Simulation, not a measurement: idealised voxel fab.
process module | voxel local oxidation
cross-section cut | 295 nm wide | cells 5 nm
A cross-section is a grid of square cells, given in bands from the top down. A band is one or more rows of cells.
Each band's line starts with the height of the band's top and of its bottom, in nm. Then come its materials from left to right, each with its width in nm. One material with "throughout" fills the band from edge to edge. "air" is empty space.
Height 0 is the level under which the wafer as received is all one material. The lowest band goes on downwards, as in "0 down".
A width such as "30 to 40" changes by the same amount from each row of cells to the next, from the band's top row to its bottom row.
"no change" after a step means that no cell of the cross-section changed.
closed voids: empty space of 8 cells or more with no open way to the top, each as width x height at its distance from the left edge, in nm
after a step's settings: what the simulator itself notes on the step
overlay nm, on a step with a mask: how far to the right of its planned place the mask lay; to the left if negative
plan
1 op RECEIVE | material Si
2 op CONFORMAL_DEP | material SiO2 | thk nm 5
3 op CONFORMAL_DEP | material SiN | thk nm 10
4 op DIRECTIONAL_DEP | material aC | thk nm 15
5 op PATTERN | tone cover | mask id ACTIVE | material resist | width nm 100 | pitch nm 130 | thk nm 35 | overlay nm 0
6 op DIRECTIONAL_ETCH | etch materials aC | depth nm 15
7 op STRIP | etch materials resist
8 op DIRECTIONAL_ETCH | etch materials SiN | depth nm 10
9 op STRIP | etch materials aC
10 op SELECTIVE_ETCH | etch materials SiO2 | depth nm 5
11 op OXIDIZE | depth nm 10
12 op STRIP | etch materials SiN
first wafer, as planned
as received, after step 1
  0 down: Si throughout
  closed voids: none
after step 2
  5 to 0: SiO2 throughout
  below 0: unchanged
after step 3
  15 to 5: SiN throughout
  below 5: unchanged
after step 4
  30 to 15: aC throughout
  below 15: unchanged
after step 5
  65 to 30: air 30 | resist 100 | air 30 | resist 100 | air 35
  below 30: unchanged
after step 6
  50 to 30: air 30 | resist 100 | air 30 | resist 100 | air 35
  30 to 15: air 30 | aC 100 | air 30 | aC 100 | air 35
  below 15: unchanged
after step 7
  30 to 15: air 30 | aC 100 | air 30 | aC 100 | air 35
  below 15: unchanged
after step 8
  30 to 15: air 30 | aC 100 | air 30 | aC 100 | air 35
  15 to 5: air 30 | SiN 100 | air 30 | SiN 100 | air 35
  below 5: unchanged
after step 9
  15 to 5: air 30 | SiN 100 | air 30 | SiN 100 | air 35
  below 5: unchanged
after step 10
  15 to 5: air 30 | SiN 100 | air 30 | SiN 100 | air 35
  5 to 0: air 35 | SiO2 90 | air 40 | SiO2 90 | air 40
  below 0: unchanged
after step 11
  15 to 5: air 30 | SiN 100 | air 30 | SiN 100 | air 35
  5 to 0: air 35 | SiO2 90 | air 40 | SiO2 90 | air 40
  0 to -10: SiO2 45 | Si 70 | SiO2 60 | Si 70 | SiO2 50
  below -10: unchanged
after step 12
  5 to 0: air 35 | SiO2 90 | air 40 | SiO2 90 | air 40
  below 0: unchanged
second wafer: like start, like plan, one mistake. Through step 11 it matches the first wafer
when step 12 should have ended
  5 to 0: air 35 | SiO2 90 | air 40 | SiO2 90 | air 40
  below 0: unchanged
what went wrong: step 12 was run twice
at the end the two cross-sections are the same: no effect in what this model computes
